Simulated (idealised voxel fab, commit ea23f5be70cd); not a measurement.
This section sets out a process module, namely voxel released beams.
Square cell edge 5 nm, section width 200 nm, ID cut.
This document writes a cross-section as a grid whose cells are square, and gives it as bands, listed from the top down; one or more rows of cells form a band. It is stipulated that each band's entry specify, in nanometres, the height of the top of the band and then that of its bottom, followed by the materials of the band in left-to-right sequence, each together with its width in nanometres. A single material marked by the word "everywhere" is understood to fill the band from edge to edge; the word "empty" is understood to denote empty space. The level at which height equals 0 is the one under which the wafer, as it arrives, is entirely one material. No lower edge exists for the bottom band, which continues downward and is notated as in "0 nm and below". So if you see something like "30->40" for the width, read it as the top row of the band sitting at the first number and the bottom row at the second, with every row in between moving by the same amount as the last. For the purposes of this document, the phrase "left unchanged" attached to a step denotes that no cell within the cross-section was modified by that step. Closed internal cavities: empty space of 8 cells or more with no open way to the top, each as width x height at its distance from the left edge, in nm. Whatever follows a step's settings on its line is a remark the simulator itself makes about that step. Among the settings permitted on a step's line is "overlay nm"; applied to a step with a mask, it specifies the extent to which the mask lay to the right of its planned position, whereas a negative figure signifies a position to the left.
## The following list gives the planned process steps
step 1: RECEIVE with material Si
step 2: CONFORMAL_DEP with material SiN, thk nm 5
step 3: DIRECTIONAL_DEP with material SiO2, thk nm 20
step 4: PATTERN with tone open, mask id ANCHOR, material resist, width nm 35, thk nm 15, overlay nm 0
step 5: DIRECTIONAL_ETCH with etch materials SiO2, depth nm 20
step 6: STRIP with etch materials resist
step 7: CONFORMAL_DEP with material polySi, thk nm 15
step 8: DIRECTIONAL_DEP with material aC, thk nm 15
step 9: PATTERN with tone cover, mask id BEAM, material resist, width nm 110, thk nm 30, overlay nm 0
step 10: DIRECTIONAL_ETCH with etch materials aC, depth nm 15
step 11: STRIP with etch materials resist
step 12: DIRECTIONAL_ETCH with etch materials polySi, depth nm 15
step 13: STRIP with etch materials aC
step 14: STRIP with etch materials SiO2
## as received, after step 1
  0 nm and below = Si everywhere
  Closed internal cavities: none
## Cross-section taken at module completion on the first of two wafers; processed per the plan
  40 nm to 25 nm = empty 40, then polySi 20, then empty 5, then polySi 85, then empty 50
  25 nm to 20 nm = empty 45, then polySi 15, then empty 5, then polySi 15, then empty 120
  20 nm to 5 nm = empty 45, then polySi 35, then empty 120
  5 nm to 0 nm = SiN everywhere
  0 nm and below = Si everywhere
  Closed internal cavities: none
## Cross-section, second wafer: same start as the first, same plan as the first, one mistake in running it; taken at the end of the module
  0 nm and below = Si everywhere
  Closed internal cavities: none
In executing the process, a mistake was made relative to the plan: note that step 2 departed from the planned setting and was carried out as CONFORMAL_DEP with material SiO2, thk nm 5
Final cells, second wafer relative to first, materials higher or lower: -40 SiN; -90 polySi
